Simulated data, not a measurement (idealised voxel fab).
This section sets out a process module, namely voxel tone inversion.
The cross-section on display is named cut; it measures 295 nm wide, and its cells are 5 nm squares.
Cross-section layout: square cells on a grid; listed as bands, top to bottom; a band spans one or more cell rows.
Band: top height; bottom height; in nm. Then, left to right: material with width in nm, for each material. "all across": a single material spanning edge to edge. "blank": empty space.
All heights in this document are referenced to 0, defined as the level beneath which the wafer, as received, consists entirely of one material. The lowest band is not bounded below; it extends indefinitely downward and is written in the form "top 0, no bottom".
You'd read "30 to 40" like this: the band's top row of cells is as wide as the first number, its bottom row is as wide as the second, and going down, every row changes width by the same amount as the row before did.
Reading "nothing different" for a step: not a cell of the cross-section changed in it.
"Enclosed voids" lists enclosed empty spaces (at least 8 cells, no open path upward to the top), each as width x height at distance from the left edge, in nm.
If you see something after the settings on a step's line, that's the simulator's own remark about that step.
On any step carrying a mask, the "overlay nm" setting, if present on the step's line, tells how far right of its planned place the mask lay; negative values point to the left.

# The planned process steps are enumerated hereunder
1 RECEIVE,material Si
2 CONFORMAL_DEP,material SiN,thk nm 5
3 DIRECTIONAL_DEP,material polySi,thk nm 20
4 PATTERN,tone cover,mask id POSTS,material resist,width nm 25,pitch nm 55,thk nm 25,overlay nm 0
5 DIRECTIONAL_ETCH,etch materials polySi,depth nm 20
6 STRIP,etch materials resist
7 FILL_DEP,material lowk,thk nm 5
8 CMP,height nm 25
9 STRIP,etch materials polySi
10 CONFORMAL_DEP,material TiN,thk nm 5
11 FILL_DEP,material Cu,thk nm 10
12 CMP,height nm 25
13 CONFORMAL_DEP,material SiCN,thk nm 5

# Cross-section, incoming material, after step 1
top 0, no bottom | Si all across
Enclosed voids: none

# End-of-module cross-section of the first of two wafers, processed as planned
top 30, bottom 25 | SiCN all across
top 25, bottom 10 | lowk 80 / TiN 5 / Cu 15 / TiN 5 / lowk 30 / TiN 5 / Cu 15 / TiN 5 / lowk 30 / TiN 5 / Cu 15 / TiN 5 / lowk 80
top 10, bottom 5 | lowk 80 / TiN 25 / lowk 30 / TiN 25 / lowk 30 / TiN 25 / lowk 80
top 5, bottom 0 | SiN all across
top 0, no bottom | Si all across
Enclosed voids: none

# Second of two wafers, module complete, sectioned: it shares the first wafer's start and plan but was run with one mistake
top 30, bottom 25 | SiCN all across
top 25, bottom 10 | lowk 80 / TiN 5 / Cu 20 / TiN 5 / lowk 25 / TiN 5 / Cu 20 / TiN 5 / lowk 25 / TiN 5 / Cu 20 / TiN 5 / lowk 75
top 10, bottom 5 | lowk 80 / TiN 30 / lowk 25 / TiN 30 / lowk 25 / TiN 30 / lowk 75
top 5, bottom 0 | SiN all across
top 0, no bottom | Si all across
Enclosed voids: none
What was the processing mistake? off-plan run, step 4, actual operation and settings PATTERN,tone cover,mask id POSTS,material resist,width nm 30,pitch nm 55,thk nm 25,overlay nm 0
Final tally in cells, some materials are higher or lower on the second wafer than on the first: 9 more of Cu, 3 more of TiN, 12 fewer of lowk
